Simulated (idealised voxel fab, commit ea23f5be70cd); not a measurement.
Presented below is a process module, voxel wiring stack.
The figure presents cross-section cut, which has a width of 160 nm and is divided into square cells with an edge length of 5 nm.
Cross-section format: a grid of square cells, given as bands from top to bottom; each band is one or more rows of cells.
In this notation a band is specified by the heights of its top and bottom, in that order and in nm, after which its materials appear from left to right, each paired with its width in nm. The word "all across" attached to a single material means that material fills the band from edge to edge; the word "air" stands for empty space.
Below 0: as-received wafer, all one material; heights counted from there. Lowest band: no bottom, goes on down, written "from 0 down".
Note: "30..40" means the width goes from the first number (top row of the band) to the second number (bottom row) in equal steps per row of cells.
No cell of the cross-section changed in a step that is given as "stayed the same".
"Closed void register": empty spaces of 8 cells or more with no open way to the top, each given as width x height at distance, distance from the left edge, all in nm.
Step line, after settings: the simulator's comment on this step.
"overlay nm" answers the question of how far to the right of plan the mask lay on a step that has a mask, and when it is negative the answer is to the left.

**These are the steps we planned for the process**
1: RECEIVE | material Si
2: CONFORMAL_DEP | material SiO2 | thk nm 10
3: DIRECTIONAL_DEP | material TiN | thk nm 5
4: DIRECTIONAL_DEP | material Ru | thk nm 25
5: MASKED_ETCH | tone cover | mask id METAL_1 | width nm 25 | pitch nm 50 | etch materials Ru | depth nm 25 | overlay nm 0
6: MASKED_ETCH | tone cover | mask id METAL_1 | width nm 15 | pitch nm 50 | etch materials TiN | depth nm 5 | overlay nm 0
7: CONFORMAL_DEP | material SiN | thk nm 5
8: FILL_DEP | material lowk | thk nm 5
9: CMP | height nm 40
10: CONFORMAL_DEP | material SiCN | thk nm 5
11: DIRECTIONAL_DEP | material SiO2 | thk nm 35
12: DIRECTIONAL_DEP | material aC | thk nm 10
13: PATTERN | tone open | mask id METAL_2_HOLES | material resist | width nm 15 | pitch nm 100 | thk nm 30 | overlay nm 0
14: DIRECTIONAL_ETCH | etch materials aC | depth nm 10
15: STRIP | etch materials resist
16: DIRECTIONAL_ETCH | etch materials SiO2 | depth nm 35
17: STRIP | etch materials aC
18: PATTERN | tone open | mask id METAL_2 | material resist | width nm 25 | pitch nm 50 | thk nm 15 | overlay nm 0
19: DIRECTIONAL_ETCH | etch materials SiO2 | depth nm 20
20: DIRECTIONAL_ETCH | etch materials SiCN | depth nm 5
21: STRIP | etch materials resist
22: CONFORMAL_DEP | material TiN | thk nm 5
23: FILL_DEP | material Cu | thk nm 10
24: CMP | height nm 80
25: CONFORMAL_DEP | material SiCN | thk nm 5
26: DIRECTIONAL_DEP | material SiO2 | thk nm 30
27: MASKED_ETCH | tone open | mask id METAL_3 | width nm 25 | pitch nm 50 | etch materials SiO2 | depth nm 15 | overlay nm 0
28: DIRECTIONAL_DEP | material aC | thk nm 10
29: PATTERN | tone open | mask id METAL_3_HOLES | material resist | width nm 15 | pitch nm 100 | thk nm 30 | overlay nm 0
30: DIRECTIONAL_ETCH | etch materials aC | depth nm 10
31: STRIP | etch materials resist
32: DIRECTIONAL_ETCH | etch materials SiO2 | depth nm 15
33: DIRECTIONAL_ETCH | etch materials SiCN | depth nm 5
34: STRIP | etch materials aC
35: CONFORMAL_DEP | material TiN | thk nm 5
36: FILL_DEP | material Ru | thk nm 5
37: CMP | height nm 115
38: CONFORMAL_DEP | material SiCN | thk nm 5
39: DIRECTIONAL_DEP | material lowk | thk nm 25
40: DIRECTIONAL_DEP | material aC | thk nm 15
41: PATTERN | tone open | mask id METAL_4_HOLES | material resist | width nm 15 | pitch nm 100 | thk nm 30 | overlay nm 0
42: DIRECTIONAL_ETCH | etch materials aC | depth nm 15
43: STRIP | etch materials resist
44: DIRECTIONAL_ETCH | etch materials lowk | depth nm 25
45: STRIP | etch materials aC
46: DIRECTIONAL_DEP | material aC | thk nm 15
47: PATTERN | tone open | mask id METAL_4 | material resist | width nm 25 | pitch nm 50 | thk nm 30 | overlay nm 0
48: DIRECTIONAL_ETCH | etch materials aC | depth nm 15
49: STRIP | etch materials resist
50: DIRECTIONAL_ETCH | etch materials lowk | depth nm 15
51: DIRECTIONAL_ETCH | etch materials SiCN | depth nm 5
52: STRIP | etch materials aC
53: CONFORMAL_DEP | material TiN | thk nm 5
54: FILL_DEP | material Ru | thk nm 10
55: CMP | height nm 145
56: CONFORMAL_DEP | material SiN | thk nm 5
The width nm used in step 6 is not the same on every wafer, whereas the starting condition is; the value printed in the plan is the first wafer's.

**As received, i.e. after step 1: cross-section through the first of several wafers**
	from 0 down: Si all across
	Closed void register: none

**The rows of the table below are wafers. Looking at the end of the module, a row counts, for every material, the cells the wafer has gained, shown as (+), or lost, shown as (-), since it was received; its closed voids come next**
width nm 15 | +35 Cu | +125 Ru | +78 SiCN | +79 SiN | +339 SiO2 | +146 TiN | +158 lowk | Closed void register: none
width nm 20 | +35 Cu | +125 Ru | +78 SiCN | +79 SiN | +339 SiO2 | +146 TiN | +158 lowk | Closed void register: none
width nm 25 | +35 Cu | +125 Ru | +78 SiCN | +79 SiN | +339 SiO2 | +146 TiN | +158 lowk | Closed void register: none
width nm 30 | +35 Cu | +125 Ru | +78 SiCN | +79 SiN | +339 SiO2 | +149 TiN | +155 lowk | Closed void register: none
